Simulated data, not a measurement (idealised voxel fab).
The following process module bears the name voxel wiring stack.
Displayed cross-section: cut, width of 220 nm, square cells sized 5 nm.
Throughout this document, each cross-section is represented as a grid of square cells and is presented as a sequence of bands enumerated from the top downward, where a band comprises one or more rows of cells. Basically the band line says how high the top is and how high the bottom is, in nm, and then what's in it from left to right, every material with its width in nm. Empty space shows up as "blank", and if a single material carries "full width" it runs the full band edge to edge. Height datum 0, below which the as-received substrate wafer is one material. Lowest band open at the bottom, running downward: "from 0 down". Per-row width for "30 to 40": begins at first number (top row of band), ends at second number (bottom row), increment between rows held constant. Where a step carries "changes: none", the cross-section came out of it unchanged, cell for cell. You'll see "Non-vented voids" listing empty spaces that have no way open to the top, as long as they're 8 cells or more; the notation is width x height at distance, where the distance is from the left edge, and all of it is in nm. after a step's settings: what the simulator itself notes on the step. If you see "overlay nm" on a step's line and that step has a mask, it's telling you how far right of where it was planned the mask ended up; a negative number means it went left instead.
-- The process steps that were planned are listed below
step 1: RECEIVE,material Si
step 2: CONFORMAL_DEP,material SiO2,thk nm 15
step 3: DIRECTIONAL_DEP,material TiN,thk nm 5
step 4: DIRECTIONAL_DEP,material W,thk nm 15
step 5: DIRECTIONAL_DEP,material aC,thk nm 10
step 6: PATTERN,tone cover,mask id METAL_1,material resist,width nm 20,pitch nm 50,thk nm 25,overlay nm 0
step 7: DIRECTIONAL_ETCH,etch materials aC,depth nm 10
step 8: STRIP,etch materials resist
step 9: DIRECTIONAL_ETCH,etch materials W,depth nm 15
step 10: DIRECTIONAL_ETCH,etch materials TiN,depth nm 5
step 11: STRIP,etch materials aC
step 12: CONFORMAL_DEP,material SiN,thk nm 5
step 13: FILL_DEP,material SiO2,thk nm 10
step 14: CMP,height nm 35
step 15: CONFORMAL_DEP,material SiCN,thk nm 5
step 16: DIRECTIONAL_DEP,material lowk,thk nm 10
step 17: DIRECTIONAL_DEP,material aC,thk nm 15
step 18: PATTERN,tone open,mask id PLUG_1,material resist,width nm 15,pitch nm 50,thk nm 30,overlay nm 0
step 19: DIRECTIONAL_ETCH,etch materials aC,depth nm 15
step 20: STRIP,etch materials resist
step 21: DIRECTIONAL_ETCH,etch materials lowk,depth nm 10
step 22: DIRECTIONAL_ETCH,etch materials SiCN,depth nm 5
step 23: STRIP,etch materials aC
step 24: EPI,material Ru,thk nm 10
step 25: EPI,material Ru,thk nm 5
step 26: CONFORMAL_DEP,material SiCN,thk nm 5
step 27: DIRECTIONAL_DEP,material SiO2,thk nm 25
step 28: MASKED_ETCH,tone open,mask id METAL_2,width nm 20,pitch nm 50,etch materials SiO2,depth nm 25,overlay nm 0
step 29: MASKED_ETCH,tone open,mask id METAL_2,width nm 20,pitch nm 50,etch materials SiCN,depth nm 5,overlay nm 0
step 30: CONFORMAL_DEP,material TiN,thk nm 5
step 31: FILL_DEP,material W,thk nm 10
step 32: CMP,height nm 80
step 33: CONFORMAL_DEP,material SiCN,thk nm 5
step 34: DIRECTIONAL_DEP,material SiO2,thk nm 10
step 35: DIRECTIONAL_DEP,material aC,thk nm 15
step 36: PATTERN,tone open,mask id PLUG_2,material resist,width nm 15,pitch nm 50,thk nm 30,overlay nm 0
step 37: DIRECTIONAL_ETCH,etch materials aC,depth nm 15
step 38: STRIP,etch materials resist
step 39: DIRECTIONAL_ETCH,etch materials SiO2,depth nm 10
step 40: DIRECTIONAL_ETCH,etch materials SiCN,depth nm 5
step 41: STRIP,etch materials aC
step 42: EPI,material Ru,thk nm 10
step 43: EPI,material Ru,thk nm 5
step 44: DIRECTIONAL_DEP,material TiN,thk nm 5
step 45: DIRECTIONAL_DEP,material Ru,thk nm 20
step 46: MASKED_ETCH,tone cover,mask id METAL_3,width nm 20,pitch nm 50,etch materials Ru,depth nm 20,overlay nm 0
step 47: MASKED_ETCH,tone cover,mask id METAL_3,width nm 20,pitch nm 50,etch materials TiN,depth nm 5,overlay nm 0
step 48: CONFORMAL_DEP,material SiCN,thk nm 5
step 49: FILL_DEP,material SiO2,thk nm 10
step 50: CMP,height nm 120
step 51: CONFORMAL_DEP,material SiN,thk nm 5
-- First wafer out of two, processed as planned
-- Step 1 complete: cross-section of the wafer as received
from 0 down | Si full width
Non-vented voids: none
-- State of the wafer after step 2, shown in cross-section
from 15 to 0 | SiO2 full width
No changes below 0.
-- State of the wafer after step 3, shown in cross-section
from 20 to 15 | TiN full width
No changes below 15.
-- State of the wafer after step 4, shown in cross-section
from 35 to 20 | W full width
No changes below 20.
-- State of the wafer after step 5, shown in cross-section
from 45 to 35 | aC full width
No changes below 35.
-- State of the wafer after step 6, shown in cross-section
from 70 to 45 | 75 of blank  20 of resist  30 of blank  20 of resist  75 of blank
No changes below 45.
-- State of the wafer after step 7, shown in cross-section
from 60 to 45 | 75 of blank  20 of resist  30 of blank  20 of resist  75 of blank
from 45 to 35 | 75 of blank  20 of aC  30 of blank  20 of aC  75 of blank
No changes below 35.
-- State of the wafer after step 8, shown in cross-section
from 45 to 35 | 75 of blank  20 of aC  30 of blank  20 of aC  75 of blank
No changes below 35.
-- State of the wafer after step 9, shown in cross-section
from 45 to 35 | 75 of blank  20 of aC  30 of blank  20 of aC  75 of blank
from 35 to 20 | 75 of blank  20 of W  30 of blank  20 of W  75 of blank
No changes below 20.
-- State of the wafer after step 10, shown in cross-section
from 45 to 35 | 75 of blank  20 of aC  30 of blank  20 of aC  75 of blank
from 35 to 20 | 75 of blank  20 of W  30 of blank  20 of W  75 of blank
from 20 to 15 | 75 of blank  20 of TiN  30 of blank  20 of TiN  75 of blank
No changes below 15.
-- State of the wafer after step 11, shown in cross-section
from 35 to 20 | 75 of blank  20 of W  30 of blank  20 of W  75 of blank
No changes below 20.
-- State of the wafer after step 12, shown in cross-section
from 40 to 35 | 70 of blank  30 of SiN  20 of blank  30 of SiN  70 of blank
from 35 to 20 | 70 of blank  5 of SiN  20 of W  5 of SiN  20 of blank  5 of SiN  20 of W  5 of SiN  70 of blank
from 20 to 15 | 75 of SiN  20 of TiN  30 of SiN  20 of TiN  75 of SiN
No changes below 15.
-- State of the wafer after step 13, shown in cross-section
from 50 to 40 | SiO2 full width
from 40 to 35 | 70 of SiO2  30 of SiN  20 of SiO2  30 of SiN  70 of SiO2
from 35 to 20 | 70 of SiO2  5 of SiN  20 of W  5 of SiN  20 of SiO2  5 of SiN  20 of W  5 of SiN  70 of SiO2
No changes below 20.
-- State of the wafer after step 14, shown in cross-section
from 35 to 20 | 70 of SiO2  5 of SiN  20 of W  5 of SiN  20 of SiO2  5 of SiN  20 of W  5 of SiN  70 of SiO2
No changes below 20.
-- State of the wafer after step 15, shown in cross-section
from 40 to 35 | SiCN full width
No changes below 35.
-- State of the wafer after step 16, shown in cross-section
from 50 to 40 | lowk full width
No changes below 40.
-- State of the wafer after step 17, shown in cross-section
from 65 to 50 | aC full width
No changes below 50.
-- State of the wafer after step 18, shown in cross-section
from 95 to 65 | 75 of resist  15 of blank  35 of resist  15 of blank  80 of resist
No changes below 65.
-- State of the wafer after step 19, shown in cross-section
from 80 to 65 | 75 of resist  15 of blank  35 of resist  15 of blank  80 of resist
from 65 to 50 | 75 of aC  15 of blank  35 of aC  15 of blank  80 of aC
No changes below 50.
-- State of the wafer after step 20, shown in cross-section
from 65 to 50 | 75 of aC  15 of blank  35 of aC  15 of blank  80 of aC
No changes below 50.
-- State of the wafer after step 21, shown in cross-section
from 65 to 50 | 75 of aC  15 of blank  35 of aC  15 of blank  80 of aC
from 50 to 40 | 75 of lowk  15 of blank  35 of lowk  15 of blank  80 of lowk
No changes below 40.
-- State of the wafer after step 22, shown in cross-section
from 65 to 50 | 75 of aC  15 of blank  35 of aC  15 of blank  80 of aC
from 50 to 40 | 75 of lowk  15 of blank  35 of lowk  15 of blank  80 of lowk
from 40 to 35 | 75 of SiCN  15 of blank  35 of SiCN  15 of blank  80 of SiCN
No changes below 35.
-- State of the wafer after step 23, shown in cross-section
from 50 to 40 | 75 of lowk  15 of blank  35 of lowk  15 of blank  80 of lowk
No changes below 40.
-- State of the wafer after step 24, shown in cross-section
from 50 to 45 | 75 of lowk  15 of blank  35 of lowk  15 of blank  80 of lowk
from 45 to 40 | 75 of lowk  15 of Ru  35 of lowk  15 of Ru  80 of lowk
from 40 to 35 | 75 of SiCN  15 of Ru  35 of SiCN  15 of Ru  80 of SiCN
No changes below 35.
-- State of the wafer after step 25, shown in cross-section
from 50 to 40 | 75 of lowk  15 of Ru  35 of lowk  15 of Ru  80 of lowk
No changes below 40.
-- State of the wafer after step 26, shown in cross-section
from 55 to 50 | SiCN full width
No changes below 50.
-- State of the wafer after step 27, shown in cross-section
from 80 to 55 | SiO2 full width
No changes below 55.
-- State of the wafer after step 28, shown in cross-section
from 80 to 55 | 75 of SiO2  20 of blank  30 of SiO2  20 of blank  75 of SiO2
No changes below 55.
-- State of the wafer after step 29, shown in cross-section
from 80 to 55 | 75 of SiO2  20 of blank  30 of SiO2  20 of blank  75 of SiO2
from 55 to 50 | 75 of SiCN  20 of blank  30 of SiCN  20 of blank  75 of SiCN
No changes below 50.
-- State of the wafer after step 30, shown in cross-section
from 85 to 80 | 80 of TiN  10 of blank  40 of TiN  10 of blank  80 of TiN
from 80 to 55 | 75 of SiO2  5 of TiN  10 of blank  5 of TiN  30 of SiO2  5 of TiN  10 of blank  5 of TiN  75 of SiO2
from 55 to 50 | 75 of SiCN  20 of TiN  30 of SiCN  20 of TiN  75 of SiCN
No changes below 50.
-- State of the wafer after step 31, shown in cross-section
from 95 to 85 | W full width
from 85 to 80 | 80 of TiN  10 of W  40 of TiN  10 of W  80 of TiN
from 80 to 55 | 75 of SiO2  5 of TiN  10 of W  5 of TiN  30 of SiO2  5 of TiN  10 of W  5 of TiN  75 of SiO2
No changes below 55.
-- State of the wafer after step 32, shown in cross-section
from 80 to 55 | 75 of SiO2  5 of TiN  10 of W  5 of TiN  30 of SiO2  5 of TiN  10 of W  5 of TiN  75 of SiO2
No changes below 55.
-- State of the wafer after step 33, shown in cross-section
from 85 to 80 | SiCN full width
No changes below 80.
-- State of the wafer after step 34, shown in cross-section
from 95 to 85 | SiO2 full width
No changes below 85.
-- State of the wafer after step 35, shown in cross-section
from 110 to 95 | aC full width
No changes below 95.
-- State of the wafer after step 36, shown in cross-section
from 140 to 110 | 75 of resist  15 of blank  35 of resist  15 of blank  80 of resist
No changes below 110.
-- State of the wafer after step 37, shown in cross-section
from 125 to 110 | 75 of resist  15 of blank  35 of resist  15 of blank  80 of resist
from 110 to 95 | 75 of aC  15 of blank  35 of aC  15 of blank  80 of aC
No changes below 95.
-- State of the wafer after step 38, shown in cross-section
from 110 to 95 | 75 of aC  15 of blank  35 of aC  15 of blank  80 of aC
No changes below 95.
-- State of the wafer after step 39, shown in cross-section
from 110 to 95 | 75 of aC  15 of blank  35 of aC  15 of blank  80 of aC
from 95 to 85 | 75 of SiO2  15 of blank  35 of SiO2  15 of blank  80 of SiO2
No changes below 85.
-- State of the wafer after step 40, shown in cross-section
from 110 to 95 | 75 of aC  15 of blank  35 of aC  15 of blank  80 of aC
from 95 to 85 | 75 of SiO2  15 of blank  35 of SiO2  15 of blank  80 of SiO2
from 85 to 80 | 75 of SiCN  15 of blank  35 of SiCN  15 of blank  80 of SiCN
No changes below 80.
-- State of the wafer after step 41, shown in cross-section
from 95 to 85 | 75 of SiO2  15 of blank  35 of SiO2  15 of blank  80 of SiO2
No changes below 85.
-- State of the wafer after step 42, shown in cross-section
from 95 to 90 | 75 of SiO2  15 of blank  35 of SiO2  15 of blank  80 of SiO2
from 90 to 85 | 75 of SiO2  15 of Ru  35 of SiO2  15 of Ru  80 of SiO2
from 85 to 80 | 75 of SiCN  15 of Ru  35 of SiCN  15 of Ru  80 of SiCN
No changes below 80.
-- State of the wafer after step 43, shown in cross-section
from 95 to 85 | 75 of SiO2  15 of Ru  35 of SiO2  15 of Ru  80 of SiO2
No changes below 85.
-- State of the wafer after step 44, shown in cross-section
from 100 to 95 | TiN full width
No changes below 95.
-- State of the wafer after step 45, shown in cross-section
from 120 to 100 | Ru full width
No changes below 100.
-- State of the wafer after step 46, shown in cross-section
from 120 to 100 | 75 of blank  20 of Ru  30 of blank  20 of Ru  75 of blank
No changes below 100.
-- State of the wafer after step 47, shown in cross-section
from 120 to 100 | 75 of blank  20 of Ru  30 of blank  20 of Ru  75 of blank
from 100 to 95 | 75 of blank  20 of TiN  30 of blank  20 of TiN  75 of blank
No changes below 95.
-- State of the wafer after step 48, shown in cross-section
from 125 to 120 | 70 of blank  30 of SiCN  20 of blank  30 of SiCN  70 of blank
from 120 to 100 | 70 of blank  5 of SiCN  20 of Ru  5 of SiCN  20 of blank  5 of SiCN  20 of Ru  5 of SiCN  70 of blank
from 100 to 95 | 75 of SiCN  20 of TiN  30 of SiCN  20 of TiN  75 of SiCN
No changes below 95.
-- State of the wafer after step 49, shown in cross-section
from 135 to 125 | SiO2 full width
from 125 to 120 | 70 of SiO2  30 of SiCN  20 of SiO2  30 of SiCN  70 of SiO2
from 120 to 100 | 70 of SiO2  5 of SiCN  20 of Ru  5 of SiCN  20 of SiO2  5 of SiCN  20 of Ru  5 of SiCN  70 of SiO2
No changes below 100.
-- State of the wafer after step 50, shown in cross-section
from 120 to 100 | 70 of SiO2  5 of SiCN  20 of Ru  5 of SiCN  20 of SiO2  5 of SiCN  20 of Ru  5 of SiCN  70 of SiO2
No changes below 100.
-- State of the wafer after step 51, shown in cross-section
from 125 to 120 | SiN full width
No changes below 120.
-- Second wafer, same starting state and plan as the first, one mistake in the run, identical through step 31
-- At the planned end of step 32, the second wafer in cross-section
from 70 to 55 | 75 of SiO2  5 of TiN  10 of W  5 of TiN  30 of SiO2  5 of TiN  10 of W  5 of TiN  75 of SiO2
No changes below 55.
-- At the planned end of step 33, the second wafer in cross-section
from 75 to 70 | SiCN full width
No changes below 70.
-- At the planned end of step 34, the second wafer in cross-section
from 85 to 75 | SiO2 full width
No changes below 75.
-- At the planned end of step 35, the second wafer in cross-section
from 100 to 85 | aC full width
No changes below 85.
-- At the planned end of step 36, the second wafer in cross-section
from 130 to 100 | 75 of resist  15 of blank  35 of resist  15 of blank  80 of resist
No changes below 100.
-- At the planned end of step 37, the second wafer in cross-section
from 115 to 100 | 75 of resist  15 of blank  35 of resist  15 of blank  80 of resist
from 100 to 85 | 75 of aC  15 of blank  35 of aC  15 of blank  80 of aC
No changes below 85.
-- At the planned end of step 38, the second wafer in cross-section
from 100 to 85 | 75 of aC  15 of blank  35 of aC  15 of blank  80 of aC
No changes below 85.
-- At the planned end of step 39, the second wafer in cross-section
from 100 to 85 | 75 of aC  15 of blank  35 of aC  15 of blank  80 of aC
from 85 to 75 | 75 of SiO2  15 of blank  35 of SiO2  15 of blank  80 of SiO2
No changes below 75.
-- At the planned end of step 40, the second wafer in cross-section
from 100 to 85 | 75 of aC  15 of blank  35 of aC  15 of blank  80 of aC
from 85 to 75 | 75 of SiO2  15 of blank  35 of SiO2  15 of blank  80 of SiO2
from 75 to 70 | 75 of SiCN  15 of blank  35 of SiCN  15 of blank  80 of SiCN
No changes below 70.
-- At the planned end of step 41, the second wafer in cross-section
from 85 to 75 | 75 of SiO2  15 of blank  35 of SiO2  15 of blank  80 of SiO2
No changes below 75.
-- At the planned end of step 42, the second wafer in cross-section
from 85 to 80 | 75 of SiO2  15 of blank  35 of SiO2  15 of blank  80 of SiO2
from 80 to 75 | 75 of SiO2  15 of Ru  35 of SiO2  15 of Ru  80 of SiO2
from 75 to 70 | 75 of SiCN  15 of Ru  35 of SiCN  15 of Ru  80 of SiCN
No changes below 70.
-- At the planned end of step 43, the second wafer in cross-section
from 85 to 75 | 75 of SiO2  15 of Ru  35 of SiO2  15 of Ru  80 of SiO2
No changes below 75.
-- At the planned end of step 44, the second wafer in cross-section
from 90 to 85 | TiN full width
No changes below 85.
-- At the planned end of step 45, the second wafer in cross-section
from 110 to 90 | Ru full width
No changes below 90.
-- At the planned end of step 46, the second wafer in cross-section
from 110 to 90 | 75 of blank  20 of Ru  30 of blank  20 of Ru  75 of blank
No changes below 90.
-- At the planned end of step 47, the second wafer in cross-section
from 110 to 90 | 75 of blank  20 of Ru  30 of blank  20 of Ru  75 of blank
from 90 to 85 | 75 of blank  20 of TiN  30 of blank  20 of TiN  75 of blank
No changes below 85.
-- At the planned end of step 48, the second wafer in cross-section
from 115 to 110 | 70 of blank  30 of SiCN  20 of blank  30 of SiCN  70 of blank
from 110 to 90 | 70 of blank  5 of SiCN  20 of Ru  5 of SiCN  20 of blank  5 of SiCN  20 of Ru  5 of SiCN  70 of blank
from 90 to 85 | 75 of SiCN  20 of TiN  30 of SiCN  20 of TiN  75 of SiCN
No changes below 85.
-- At the planned end of step 49, the second wafer in cross-section
from 125 to 115 | SiO2 full width
from 115 to 110 | 70 of SiO2  30 of SiCN  20 of SiO2  30 of SiCN  70 of SiO2
from 110 to 90 | 70 of SiO2  5 of SiCN  20 of Ru  5 of SiCN  20 of SiO2  5 of SiCN  20 of Ru  5 of SiCN  70 of SiO2
No changes below 90.
-- At the planned end of step 50, the second wafer in cross-section
from 120 to 115 | SiO2 full width
No changes below 115.
-- At the planned end of step 51, the second wafer in cross-section
from 125 to 120 | SiN full width
No changes below 120.
Short version of what went wrong: planned and actual differ for step 32; actual: CMP,height nm 70
Final tally in cells, some materials are higher or lower on the second wafer than on the first: 12 more of SiCN | 4 more of SiO2 | 8 fewer of TiN | 8 fewer of W
